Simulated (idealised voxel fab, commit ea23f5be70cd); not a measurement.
process module | voxel self aligned contacts
cross-section cut | 150 nm wide | cells 5 nm
A cross-section is a grid of square cells, given in bands from the top down. A band is one or more rows of cells.
Each band's line starts with the height of the band's top and of its bottom, in nm. Then come its materials from left to right, each with its width in nm. One material with "throughout" fills the band from edge to edge. "air" is empty space.
Height 0 is the level under which the wafer as received is all one material. The lowest band goes on downwards, as in "0 down".
A width such as "30 to 40" changes by the same amount from each row of cells to the next, from the band's top row to its bottom row.
"no change" after a step means that no cell of the cross-section changed.
closed voids: empty space of 8 cells or more with no open way to the top, each as width x height at its distance from the left edge, in nm
after a step's settings: what the simulator itself notes on the step
overlay nm, on a step with a mask: how far to the right of its planned place the mask lay; to the left if negative
plan
1 op RECEIVE | material Si
2 op OXIDIZE | depth nm 5
3 op DIRECTIONAL_DEP | material polySi | thk nm 20
4 op DIRECTIONAL_DEP | material SiN | thk nm 20
5 op MASKED_ETCH | tone cover | mask id GATE | width nm 35 | pitch nm 65 | etch materials SiN | depth nm 20 | overlay nm 0
6 op MASKED_ETCH | tone cover | mask id GATE | width nm 35 | pitch nm 65 | etch materials polySi | depth nm 20 | overlay nm 0
7 op CONFORMAL_DEP | material SiN | thk nm 5
8 op DIRECTIONAL_ETCH | etch materials SiN | depth nm 5
9 op FILL_DEP | material SiO2 | thk nm 20
10 op CMP | height nm 50
11 op MASKED_ETCH | tone open | mask id CONTACT | width nm 40 | etch materials SiO2 | depth nm 55 | overlay nm 0
12 op CONFORMAL_DEP | material TiN | thk nm 5
13 op FILL_DEP | material Ru | thk nm 5
14 op CMP | height nm 50
15 op CONFORMAL_DEP | material SiN | thk nm 5
first wafer, as planned
as received, after step 1
  0 down: Si throughout
  closed voids: none
after step 2
  0 to -5: SiO2 throughout
  below -5: unchanged
after step 3
  20 to 0: polySi throughout
  below 0: unchanged
after step 4
  40 to 20: SiN throughout
  below 20: unchanged
after step 5
  40 to 20: air 25 | SiN 35 | air 30 | SiN 35 | air 25
  below 20: unchanged
after step 6
  40 to 20: air 25 | SiN 35 | air 30 | SiN 35 | air 25
  20 to 0: air 25 | polySi 35 | air 30 | polySi 35 | air 25
  below 0: unchanged
after step 7
  45 to 20: air 20 | SiN 45 | air 20 | SiN 45 | air 20
  20 to 5: air 20 | SiN 5 | polySi 35 | SiN 5 | air 20 | SiN 5 | polySi 35 | SiN 5 | air 20
  5 to 0: SiN 25 | polySi 35 | SiN 30 | polySi 35 | SiN 25
  below 0: unchanged
after step 8
  40 to 20: air 20 | SiN 45 | air 20 | SiN 45 | air 20
  20 to 0: air 20 | SiN 5 | polySi 35 | SiN 5 | air 20 | SiN 5 | polySi 35 | SiN 5 | air 20
  below 0: unchanged
after step 9
  60 to 40: SiO2 throughout
  40 to 20: SiO2 20 | SiN 45 | SiO2 20 | SiN 45 | SiO2 20
  20 to 0: SiO2 20 | SiN 5 | polySi 35 | SiN 5 | SiO2 20 | SiN 5 | polySi 35 | SiN 5 | SiO2 20
  below 0: unchanged
after step 10
  50 to 40: SiO2 throughout
  below 40: unchanged
after step 11
  50 to 40: SiO2 55 | air 40 | SiO2 55
  40 to 20: SiO2 20 | SiN 45 | air 20 | SiN 45 | SiO2 20
  20 to 0: SiO2 20 | SiN 5 | polySi 35 | SiN 5 | air 20 | SiN 5 | polySi 35 | SiN 5 | SiO2 20
  0 to -5: SiO2 65 | air 20 | SiO2 65
  below -5: unchanged
after step 12
  55 to 50: TiN 60 | air 30 | TiN 60
  50 to 40: SiO2 55 | TiN 5 to 15 | air 30 to 10 | TiN 5 to 15 | SiO2 55
  40 to 20: SiO2 20 | SiN 45 | TiN 5 | air 10 | TiN 5 | SiN 45 | SiO2 20
  20 to 0: SiO2 20 | SiN 5 | polySi 35 | SiN 5 | TiN 5 | air 10 | TiN 5 | SiN 5 | polySi 35 | SiN 5 | SiO2 20
  0 to -5: SiO2 65 | TiN 20 | SiO2 65
  below -5: unchanged
after step 13
  60 to 55: Ru throughout
  55 to 50: TiN 60 | Ru 30 | TiN 60
  50 to 40: SiO2 55 | TiN 5 to 15 | Ru 30 to 10 | TiN 5 to 15 | SiO2 55
  40 to 20: SiO2 20 | SiN 45 | TiN 5 | Ru 10 | TiN 5 | SiN 45 | SiO2 20
  20 to 0: SiO2 20 | SiN 5 | polySi 35 | SiN 5 | TiN 5 | Ru 10 | TiN 5 | SiN 5 | polySi 35 | SiN 5 | SiO2 20
  below 0: unchanged
after step 14
  50 to 40: SiO2 55 | TiN 5 to 15 | Ru 30 to 10 | TiN 5 to 15 | SiO2 55
  below 40: unchanged
after step 15
  55 to 50: SiN throughout
  below 50: unchanged
second wafer: like start, like plan, one mistake. Through step 10 it matches the first wafer
when step 11 should have ended
  50 to 40: SiO2 50 | air 50 | SiO2 50
  40 to 20: SiO2 20 | SiN 45 | air 20 | SiN 45 | SiO2 20
  20 to 0: SiO2 20 | SiN 5 | polySi 35 | SiN 5 | air 20 | SiN 5 | polySi 35 | SiN 5 | SiO2 20
  0 to -5: SiO2 65 | air 20 | SiO2 65
  below -5: unchanged
when step 12 should have ended
  55 to 50: TiN 55 | air 40 | TiN 55
  50 to 40: SiO2 50 | TiN 5 to 20 | air 40 to 10 | TiN 5 to 20 | SiO2 50
  40 to 20: SiO2 20 | SiN 45 | TiN 5 | air 10 | TiN 5 | SiN 45 | SiO2 20
  20 to 0: SiO2 20 | SiN 5 | polySi 35 | SiN 5 | TiN 5 | air 10 | TiN 5 | SiN 5 | polySi 35 | SiN 5 | SiO2 20
  0 to -5: SiO2 65 | TiN 20 | SiO2 65
  below -5: unchanged
when step 13 should have ended
  60 to 55: Ru throughout
  55 to 50: TiN 55 | Ru 40 | TiN 55
  50 to 40: SiO2 50 | TiN 5 to 20 | Ru 40 to 10 | TiN 5 to 20 | SiO2 50
  40 to 20: SiO2 20 | SiN 45 | TiN 5 | Ru 10 | TiN 5 | SiN 45 | SiO2 20
  20 to 0: SiO2 20 | SiN 5 | polySi 35 | SiN 5 | TiN 5 | Ru 10 | TiN 5 | SiN 5 | polySi 35 | SiN 5 | SiO2 20
  below 0: unchanged
when step 14 should have ended
  50 to 40: SiO2 50 | TiN 5 to 20 | Ru 40 to 10 | TiN 5 to 20 | SiO2 50
  below 40: unchanged
when step 15 should have ended
  55 to 50: SiN throughout
  below 50: unchanged
what went wrong: step 11 ran as: op MASKED_ETCH | tone open | mask id CONTACT | width nm 50 | etch materials SiO2 | depth nm 55 | overlay nm 0
at the end the second wafer has, in cells: 2 more of Ru | 4 fewer of SiO2 | 2 more of TiN
